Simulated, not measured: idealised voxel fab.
The process module presented herein is designated voxel lift off.
This is section cut - it's 145 nm across, gridded in 5 nm square cells.
Heads up, the way a cross-section reads in here is a grid of square cells, handed over as bands from the top down, with every band being one or more rows of cells.
The entry gives the band's vertical extent as a top height and a bottom height in nm, then its horizontal make-up as materials from left to right, each with a width in nm. "blank" stands for empty space; a single material marked "full width" fills the band edge to edge.
Height is counted from the level 0, under which the received wafer is composed throughout of one material. The lowest of the bands is not closed at the bottom but continues downward, in the notation "0 down".
Graded width ("30..40"): value in top row of band = first number; value in bottom row = second number; row-to-row change constant.
Step marked "no alterations made"? Then no cell in the cross-section changed in it.
"Unvented cavities": empty spaces of 8 cells or more with no open way to the top, each given as width x height at distance, distance from the left edge, all in nm.
Anything after a step's settings on that line? It's the simulator's own note about the step.
overlay nm: how far to the right of its planned place the mask lay on this masked step (negative: to the left).
# So here's the lineup of process steps we planned
1: RECEIVE, material Si
2: CONFORMAL_DEP, material SiO2, thk nm 15
3: PATTERN, tone open, mask id LINES, material resist, width nm 20, pitch nm 50, thk nm 20, overlay nm 0
4: DIRECTIONAL_DEP, material Ru, thk nm 10
5: STRIP, etch materials resist
6: CONFORMAL_DEP, material SiN, thk nm 10
# Shown in cross-section is the wafer as received, that is, as it stands after step 1
0 down | Si full width
Unvented cavities: none
# Cross-section taken at module completion on the first of two wafers; processed per the plan
35 to 25 | blank (25); SiN (40); blank (10); SiN (40); blank (30)
25 to 15 | SiN (35); Ru (20); SiN (30); Ru (20); SiN (40)
15 to 0 | SiO2 full width
0 down | Si full width
Unvented cavities: none
# Second wafer cross-section at end of module - shared start and plan with the first, one mistake in the run
30 to 25 | blank (30); SiN (30); blank (20); SiN (30); blank (35)
25 to 20 | blank (30); SiN (5); Ru (20); SiN (5); blank (20); SiN (5); Ru (20); SiN (5); blank (35)
20 to 15 | SiN (35); Ru (20); SiN (30); Ru (20); SiN (40)
15 to 0 | SiO2 full width
0 down | Si full width
Unvented cavities: none
Nonconformance to the process plan: in deviation from the planned setting, step 6 was conducted as CONFORMAL_DEP, material SiN, thk nm 5
Looking at both finished wafers in cells, the second ends up ahead of or behind the first on some materials: SiN: 37 fewer
